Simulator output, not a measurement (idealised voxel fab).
Name of the process module below: voxel capacitor over wiring
cross-section cut | 190 nm wide | cells 5 nm
Notation: cross-section as square-cell grid; stated in bands, top first, going down; one or more cell rows per band. For a band, the entry starts with two heights in nm, that of the top and then that of the bottom, and carries on with the band's materials in order from left to right, each alongside its width in nm; the word "edge to edge" beside a single material means it fills the band edge to edge, and "air" means empty space. Ref level 0: as-received wafer is one material below here. Bottom band extends down with no lower bound ("0 down"). The notation "30..40" denotes a width that varies across the rows of cells in the band, beginning at the first number in the top row, finishing at the second number in the bottom row, and changing by an identical amount from each row to the next. No cell of the cross-section changed in a step that is given as "no alteration". Entry "Unvented internal voids". Content: empty spaces with no open connection to the top, size 8 cells or greater. Each: width x height at distance. Distance: from left edge. Unit: nm. That trailing text on a step's line, after the settings, is the simulator's own remark on the step. The optional step-line setting "overlay nm" applies to steps with a mask and quantifies how far to the right of its planned location the mask lay, a negative value indicating leftward placement.

# Listed below are the process steps as planned
1: RECEIVE | material Si
2: CONFORMAL_DEP | material SiO2 | thk nm 15
3: CONFORMAL_DEP | material SiCN | thk nm 5
4: DIRECTIONAL_DEP | material lowk | thk nm 25
5: PATTERN | tone open | mask id METAL_1 | material resist | width nm 25 | pitch nm 75 | thk nm 20 | overlay nm 0
6: DIRECTIONAL_ETCH | etch materials lowk | depth nm 25
7: DIRECTIONAL_ETCH | etch materials SiCN | depth nm 5
8: STRIP | etch materials resist
9: CONFORMAL_DEP | material TiN | thk nm 5
10: FILL_DEP | material Ru | thk nm 10
11: CMP | height nm 45
12: CONFORMAL_DEP | material SiCN | thk nm 5
13: DIRECTIONAL_DEP | material lowk | thk nm 15
14: PATTERN | tone open | mask id PLUG_1 | material resist | width nm 15 | thk nm 15 | overlay nm 0
15: DIRECTIONAL_ETCH | etch materials lowk | depth nm 15
16: DIRECTIONAL_ETCH | etch materials SiCN | depth nm 5
17: STRIP | etch materials resist
18: EPI | material Ru | thk nm 10
19: EPI | material Ru | thk nm 10
20: DIRECTIONAL_DEP | material TiN | thk nm 10
21: DIRECTIONAL_DEP | material Al2O3 | thk nm 5
22: DIRECTIONAL_DEP | material TiN | thk nm 10
23: PATTERN | tone cover | mask id UPPER_PLATE | material resist | width nm 55 | thk nm 20 | overlay nm 0
24: DIRECTIONAL_ETCH | etch materials TiN | depth nm 10
25: DIRECTIONAL_ETCH | etch materials Al2O3 | depth nm 5
26: STRIP | etch materials resist
27: MASKED_ETCH | tone cover | mask id LOWER_PLATE | width nm 65 | etch materials TiN | depth nm 10 | overlay nm 0
28: FILL_DEP | material SiO2 | thk nm 15
29: CMP | height nm 100
30: MASKED_ETCH | tone open | mask id PLUG_2 | width nm 15 | etch materials SiO2 | depth nm 10 | overlay nm 0
31: CONFORMAL_DEP | material TiN | thk nm 5
32: FILL_DEP | material W | thk nm 5
33: CMP | height nm 100
34: CONFORMAL_DEP | material SiN | thk nm 5

# This is the cross-section of the wafer as we received it, i.e. after step 1
* 0 down = Si edge to edge
* Unvented internal voids: none

# One mistake in running the module, otherwise start and plan as above: cross-section at the end
* 105 to 100 = SiN edge to edge
* 100 to 90 = 55 SiO2, then 55 TiN, then 80 SiO2
* 90 to 85 = 55 SiO2, then 55 Al2O3, then 80 SiO2
* 85 to 75 = Al2O3 edge to edge
* 75 to 65 = TiN edge to edge
* 65 to 50 = 55 lowk, then 15 Ru, then 120 lowk
* 50 to 45 = 55 SiCN, then 15 Ru, then 120 SiCN
* 45 to 20 = 45 lowk, then 5 TiN, then 15 Ru, then 5 TiN, then 50 lowk, then 5 TiN, then 15 Ru, then 5 TiN, then 45 lowk
* 20 to 15 = 45 SiCN, then 25 TiN, then 50 SiCN, then 25 TiN, then 45 SiCN
* 15 to 0 = SiO2 edge to edge
* 0 down = Si edge to edge
* Unvented internal voids: none
Here's what went sideways: step 21 was run on a setting that differed from the plan, and what really ran there is DIRECTIONAL_DEP | material Al2O3 | thk nm 15
